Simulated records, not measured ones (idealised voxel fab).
process module | voxel self aligned vias
cross-section cut | 170 nm wide | cells 5 nm
A cross-section is a grid of square cells, given in bands from the top down. A band is one or more rows of cells.
Each band's line starts with the height of the band's top and of its bottom, in nm. Then come its materials from left to right, each with its width in nm. One material with "throughout" fills the band from edge to edge. "air" is empty space.
Height 0 is the level under which the wafer as received is all one material. The lowest band goes on downwards, as in "0 down".
A width such as "30 to 40" changes by the same amount from each row of cells to the next, from the band's top row to its bottom row.
"no change" after a step means that no cell of the cross-section changed.
closed voids: empty space of 8 cells or more with no open way to the top, each as width x height at its distance from the left edge, in nm
after a step's settings: what the simulator itself notes on the step
overlay nm, on a step with a mask: how far to the right of its planned place the mask lay; to the left if negative
plan
1 op RECEIVE | material Si
2 op CONFORMAL_DEP | material SiO2 | thk nm 15
3 op CONFORMAL_DEP | material SiCN | thk nm 5
4 op DIRECTIONAL_DEP | material lowk | thk nm 30
5 op MASKED_ETCH | tone open | mask id LINES | width nm 20 | pitch nm 50 | etch materials lowk | depth nm 30 | overlay nm 0
6 op CONFORMAL_DEP | material TiN | thk nm 5
7 op FILL_DEP | material Ru | thk nm 10
8 op CMP | height nm 50
9 op SELECTIVE_ETCH | etch materials W Ru TiN | depth nm 5
10 op FILL_DEP | material SiN | thk nm 10
11 op CMP | height nm 50
12 op DIRECTIONAL_DEP | material lowk | thk nm 15
13 op MASKED_ETCH | tone open | mask id VIAS | width nm 30 | pitch nm 50 | etch materials lowk | depth nm 15 | overlay nm 0
14 op MASKED_ETCH | tone open | mask id VIAS | width nm 30 | pitch nm 50 | etch materials SiN | depth nm 5 | overlay nm 0
15 op CONFORMAL_DEP | material TiN | thk nm 5
16 op FILL_DEP | material Cu | thk nm 5
17 op CMP | height nm 65
18 op CONFORMAL_DEP | material SiN | thk nm 5
varied across the wafers: depth nm of step 9. The plan shows the first wafer's value. All wafers start alike
first wafer as received, after step 1
  0 down: Si throughout
  closed voids: none
each wafer at the end: cells of each material gained (+) or lost (-) since it was received, then its closed voids
depth nm 5 | +20 Cu | +16 Ru | +34 SiCN | +34 SiN | +102 SiO2 | +48 TiN | +222 lowk | closed voids: none
depth nm 10 | +20 Cu | +12 Ru | +34 SiCN | +42 SiN | +102 SiO2 | +44 TiN | +222 lowk | closed voids: none
depth nm 15 | +20 Cu | +8 Ru | +34 SiCN | +50 SiN | +102 SiO2 | +40 TiN | +222 lowk | closed voids: none
depth nm 20 | +20 Cu | +4 Ru | +34 SiCN | +58 SiN | +102 SiO2 | +36 TiN | +222 lowk | closed voids: none
